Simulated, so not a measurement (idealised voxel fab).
Module name: voxel gate over fins (process module)
This is section cut - it's 220 nm across, gridded in 5 nm square cells.
Throughout this document, each cross-section is represented as a grid of square cells and is presented as a sequence of bands enumerated from the top downward, where a band comprises one or more rows of cells.
Within each band entry, the heights of the top and of the bottom of the band appear first, in that order and in nm; the materials of the band then follow from left to right, each with its corresponding width in nm. The designation "everywhere" on a single material indicates that it fills the band from edge to edge; the designation "empty" indicates empty space.
Beneath 0, the wafer as received is one material, and that level is where height counting begins. The lowest band goes on downward without a bottom; it is written like "top 0, no bottom".
So if you see something like "30..40" for the width, read it as the top row of the band sitting at the first number and the bottom row at the second, with every row in between moving by the same amount as the last.
"no change occurred" (step): cross-section cells unchanged, all of them.
For the entry "Voids, sealed", the listed items are empty spaces with no open way to the top whose size is 8 cells or more; each item follows the pattern width x height at distance, where distance is from the left edge and all three are in nm.
Step line, after settings: the simulator's comment on this step.
overlay nm: on a step with a mask, how far right of its planned place the mask lay; negative means left.

[The steps planned for the process are as follows]
1 op RECEIVE | material Si
2 op CONFORMAL_DEP | material SiN | thk nm 5
3 op MASKED_ETCH | tone cover | mask id FINS | width nm 15 | pitch nm 50 | etch materials SiN | depth nm 5 | overlay nm 0
4 op MASKED_ETCH | tone cover | mask id FINS | width nm 15 | pitch nm 50 | etch materials Si | depth nm 40 | overlay nm 0
5 op FILL_DEP | material SiO2 | thk nm 5
6 op CMP | height nm 5
7 op PATTERN | tone open | mask id RAIL | material resist | width nm 15 | thk nm 15 | overlay nm 0
8 op DIRECTIONAL_ETCH | etch materials SiO2 | depth nm 40
9 op STRIP | etch materials resist
10 op CONFORMAL_DEP | material TiN | thk nm 5
11 op FILL_DEP | material Ru | thk nm 10
12 op CMP | height nm 5
13 op SELECTIVE_ETCH | etch materials W Ru TiN | depth nm 30
14 op FILL_DEP | material SiO2 | thk nm 5
15 op CMP | height nm 5
16 op SELECTIVE_ETCH | etch materials SiO2 | depth nm 20
17 op STRIP | etch materials SiN
18 op CONFORMAL_DEP | material HfO2 | thk nm 5
19 op CONFORMAL_DEP | material TiN | thk nm 5
20 op CONFORMAL_DEP | material TiAl | thk nm 5
21 op CONFORMAL_DEP | material TiN | thk nm 5
22 op FILL_DEP | material W | thk nm 15
23 op CMP | height nm 30
24 op CONFORMAL_DEP | material SiN | thk nm 5
The plan shows the thk nm of step 19 as the first wafer had it; this setting differs between the wafers, which start out alike.

[The first of several wafers as received, shown in cross-section; this is its state after step 1]
    top 0, no bottom  Si everywhere
    Voids, sealed: none

[Cross-section after step 24, the final step of the module, for the first of several wafers]
    top 35, bottom 30  SiN everywhere
    top 30, bottom 20  W everywhere
    top 20, bottom 15  30 nm W, then 155 nm TiN, then 35 nm W
    top 15, bottom 10  30 nm W, then 5 nm TiN, then 45 nm TiAl, then 5 nm TiN, then 45 nm TiAl, then 5 nm TiN, then 45 nm TiAl, then 5 nm TiN, then 35 nm W
    top 10, bottom 5  30 nm W, then 5 nm TiN, then 5 nm TiAl, then 35 nm TiN, then 5 nm TiAl, then 5 nm TiN, then 5 nm TiAl, then 35 nm TiN, then 5 nm TiAl, then 5 nm TiN, then 5 nm TiAl, then 35 nm TiN, then 5 nm TiAl, then 5 nm TiN, then 35 nm W
    top 5, bottom 0  35 nm TiN, then 5 nm TiAl, then 5 nm TiN, then 25 nm HfO2, then 5 nm TiN, then 5 nm TiAl, then 5 nm TiN, then 5 nm TiAl, then 5 nm TiN, then 25 nm HfO2, then 5 nm TiN, then 5 nm TiAl, then 5 nm TiN, then 5 nm TiAl, then 5 nm TiN, then 25 nm HfO2, then 5 nm TiN, then 5 nm TiAl, then 40 nm TiN
    top 0, bottom -5  40 nm TiAl, then 5 nm TiN, then 5 nm HfO2, then 15 nm Si, then 5 nm HfO2, then 5 nm TiN, then 15 nm TiAl, then 5 nm TiN, then 5 nm HfO2, then 15 nm Si, then 5 nm HfO2, then 5 nm TiN, then 15 nm TiAl, then 5 nm TiN, then 5 nm HfO2, then 15 nm Si, then 5 nm HfO2, then 5 nm TiN, then 45 nm TiAl
    top -5, bottom -10  45 nm TiN, then 5 nm HfO2, then 15 nm Si, then 5 nm HfO2, then 25 nm TiN, then 5 nm HfO2, then 15 nm Si, then 5 nm HfO2, then 25 nm TiN, then 5 nm HfO2, then 15 nm Si, then 5 nm HfO2, then 50 nm TiN
    top -10, bottom -15  50 nm HfO2, then 15 nm Si, then 35 nm HfO2, then 15 nm Si, then 35 nm HfO2, then 15 nm Si, then 55 nm HfO2
    top -15, bottom -25  50 nm SiO2, then 15 nm Si, then 35 nm SiO2, then 15 nm Si, then 35 nm SiO2, then 15 nm Si, then 55 nm SiO2
    top -25, bottom -30  50 nm SiO2, then 15 nm Si, then 10 nm SiO2, then 5 nm TiN, then 5 nm Ru, then 5 nm TiN, then 10 nm SiO2, then 15 nm Si, then 35 nm SiO2, then 15 nm Si, then 55 nm SiO2
    top -30, bottom -35  50 nm SiO2, then 15 nm Si, then 10 nm SiO2, then 15 nm TiN, then 10 nm SiO2, then 15 nm Si, then 35 nm SiO2, then 15 nm Si, then 55 nm SiO2
    top -35, bottom -40  50 nm SiO2, then 15 nm Si, then 35 nm SiO2, then 15 nm Si, then 35 nm SiO2, then 15 nm Si, then 55 nm SiO2
    top -40, no bottom  Si everywhere
    Voids, sealed: none

[Wafer cross-section (last wafer, module end)]
    top 35, bottom 30  SiN everywhere
    top 30, bottom 25  15 nm W, then 5 nm TiN, then 175 nm TiAl, then 5 nm TiN, then 20 nm W
    top 25, bottom 20  15 nm W, then 5 nm TiN, then 5 nm TiAl, then 165 nm TiN, then 5 nm TiAl, then 5 nm TiN, then 20 nm W
    top 20, bottom 15  20 nm TiN, then 5 nm TiAl, then 165 nm TiN, then 5 nm TiAl, then 25 nm TiN
    top 15, bottom 10  25 nm TiAl, then 165 nm TiN, then 30 nm TiAl
    top 10, bottom 5  TiN everywhere
    top 5, bottom 0  45 nm TiN, then 25 nm HfO2, then 25 nm TiN, then 25 nm HfO2, then 25 nm TiN, then 25 nm HfO2, then 50 nm TiN
    top 0, bottom -10  45 nm TiN, then 5 nm HfO2, then 15 nm Si, then 5 nm HfO2, then 25 nm TiN, then 5 nm HfO2, then 15 nm Si, then 5 nm HfO2, then 25 nm TiN, then 5 nm HfO2, then 15 nm Si, then 5 nm HfO2, then 50 nm TiN
    top -10, bottom -15  50 nm HfO2, then 15 nm Si, then 35 nm HfO2, then 15 nm Si, then 35 nm HfO2, then 15 nm Si, then 55 nm HfO2
    top -15, bottom -25  50 nm SiO2, then 15 nm Si, then 35 nm SiO2, then 15 nm Si, then 35 nm SiO2, then 15 nm Si, then 55 nm SiO2
    top -25, bottom -30  50 nm SiO2, then 15 nm Si, then 10 nm SiO2, then 5 nm TiN, then 5 nm Ru, then 5 nm TiN, then 10 nm SiO2, then 15 nm Si, then 35 nm SiO2, then 15 nm Si, then 55 nm SiO2
    top -30, bottom -35  50 nm SiO2, then 15 nm Si, then 10 nm SiO2, then 15 nm TiN, then 10 nm SiO2, then 15 nm Si, then 35 nm SiO2, then 15 nm Si, then 55 nm SiO2
    top -35, bottom -40  50 nm SiO2, then 15 nm Si, then 35 nm SiO2, then 15 nm Si, then 35 nm SiO2, then 15 nm Si, then 55 nm SiO2
    top -40, no bottom  Si everywhere
    Voids, sealed: none

[Per wafer, end of module: cells gained (+) or lost (-) per material since receipt, then closed voids]
thk nm 5, +62 HfO2, +1 Ru, -280 Si, +44 SiN, +169 SiO2, +62 TiAl, +123 TiN, +127 W, Voids, sealed: none
thk nm 10, +62 HfO2, +1 Ru, -280 Si, +44 SiN, +169 SiO2, +56 TiAl, +179 TiN, +77 W, Voids, sealed: none
thk nm 15, +62 HfO2, +1 Ru, -280 Si, +44 SiN, +169 SiO2, +50 TiAl, +235 TiN, +27 W, Voids, sealed: none
thk nm 20, +62 HfO2, +1 Ru, -280 Si, +44 SiN, +169 SiO2, +50 TiAl, +248 TiN, +14 W, Voids, sealed: none
